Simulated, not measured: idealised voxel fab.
Process module heading - voxel wiring stack
Pictured: cross-section cut, 280 nm wide, on a grid of 5 nm square cells.
Think of the cross-section as a grid of square cells. We describe it in bands, top to bottom, and each band covers one or more rows of those cells. Within each band entry, the heights of the top and of the bottom of the band appear first, in that order and in nm; the materials of the band then follow from left to right, each with its corresponding width in nm. The designation "everywhere" on a single material indicates that it fills the band from edge to edge; the designation "blank" indicates empty space. Heads up on the height convention: 0 is the point under which the incoming wafer is all one material, and the lowest band has no bottom, it just keeps going down, like "z 0 and below". Note: "30->40" means the width goes from the first number (top row of the band) to the second number (bottom row) in equal steps per row of cells. It should be understood that the words "nothing different", when stated for a given step, signify that the cross-section underwent no change in any of its cells during that step. Closed empty spaces (no open way to the top) of 8 cells or more are what "Trapped cavities" lists, each as width x height at distance from the left edge, nm for all three. Text after the settings on a step's line: the simulator's own remark on that step. Regarding "overlay nm": on a step with a mask, it is the distance the mask lay to the right of its planned place; a negative value places it to the left.

### The process steps that were planned are listed below
- 1: RECEIVE,material Si
- 2: CONFORMAL_DEP,material SiO2,thk nm 10
- 3: CONFORMAL_DEP,material SiN,thk nm 5
- 4: DIRECTIONAL_DEP,material lowk,thk nm 15
- 5: DIRECTIONAL_DEP,material aC,thk nm 10
- 6: PATTERN,tone open,mask id METAL_1,material resist,width nm 15,pitch nm 40,thk nm 30,overlay nm 0
- 7: DIRECTIONAL_ETCH,etch materials aC,depth nm 10
- 8: STRIP,etch materials resist
- 9: DIRECTIONAL_ETCH,etch materials lowk,depth nm 15
- 10: DIRECTIONAL_ETCH,etch materials SiN,depth nm 5
- 11: STRIP,etch materials aC
- 12: CONFORMAL_DEP,material TiN,thk nm 5
- 13: FILL_DEP,material Cu,thk nm 5
- 14: CMP,height nm 30
- 15: CONFORMAL_DEP,material SiCN,thk nm 5
- 16: DIRECTIONAL_DEP,material lowk,thk nm 20
- 17: DIRECTIONAL_DEP,material aC,thk nm 15
- 18: PATTERN,tone open,mask id PLUG_1,material resist,width nm 15,pitch nm 40,thk nm 35,overlay nm 0
- 19: DIRECTIONAL_ETCH,etch materials aC,depth nm 15
- 20: STRIP,etch materials resist
- 21: DIRECTIONAL_ETCH,etch materials lowk,depth nm 20
- 22: DIRECTIONAL_ETCH,etch materials SiCN,depth nm 5
- 23: STRIP,etch materials aC
- 24: CONFORMAL_DEP,material TiN,thk nm 5
- 25: FILL_DEP,material Ru,thk nm 5
- 26: CMP,height nm 55
- 27: CONFORMAL_DEP,material SiCN,thk nm 5
- 28: DIRECTIONAL_DEP,material lowk,thk nm 25
- 29: MASKED_ETCH,tone open,mask id METAL_2,width nm 25,pitch nm 40,etch materials lowk,depth nm 25,overlay nm 0
- 30: MASKED_ETCH,tone open,mask id METAL_2,width nm 25,pitch nm 40,etch materials SiCN,depth nm 5,overlay nm 0
- 31: CONFORMAL_DEP,material TiN,thk nm 5
- 32: FILL_DEP,material Cu,thk nm 5
- 33: CMP,height nm 85
- 34: CONFORMAL_DEP,material SiN,thk nm 5
For this document, wafers share an identical start and vary in the step 6 width nm; the plan quotes the first wafer's value.

### Cross-section of the first of several received wafers, showing its state after step 1
* z 0 and below | Si everywhere
* Trapped cavities: none

### So in this table every wafer gets its own row, and what you see is where it stands at the end of the module: for each material, how many cells it picked up (+) or gave up (-) since we received it, and after that its closed voids
width nm 15; +36 Cu; +8 Ru; +96 SiCN; +106 SiN; +112 SiO2; +70 TiN; +580 lowk; Trapped cavities: none
width nm 20; +42 Cu; +8 Ru; +96 SiCN; +104 SiN; +112 SiO2; +72 TiN; +574 lowk; Trapped cavities: none
width nm 25; +48 Cu; +8 Ru; +96 SiCN; +102 SiN; +112 SiO2; +74 TiN; +568 lowk; Trapped cavities: none
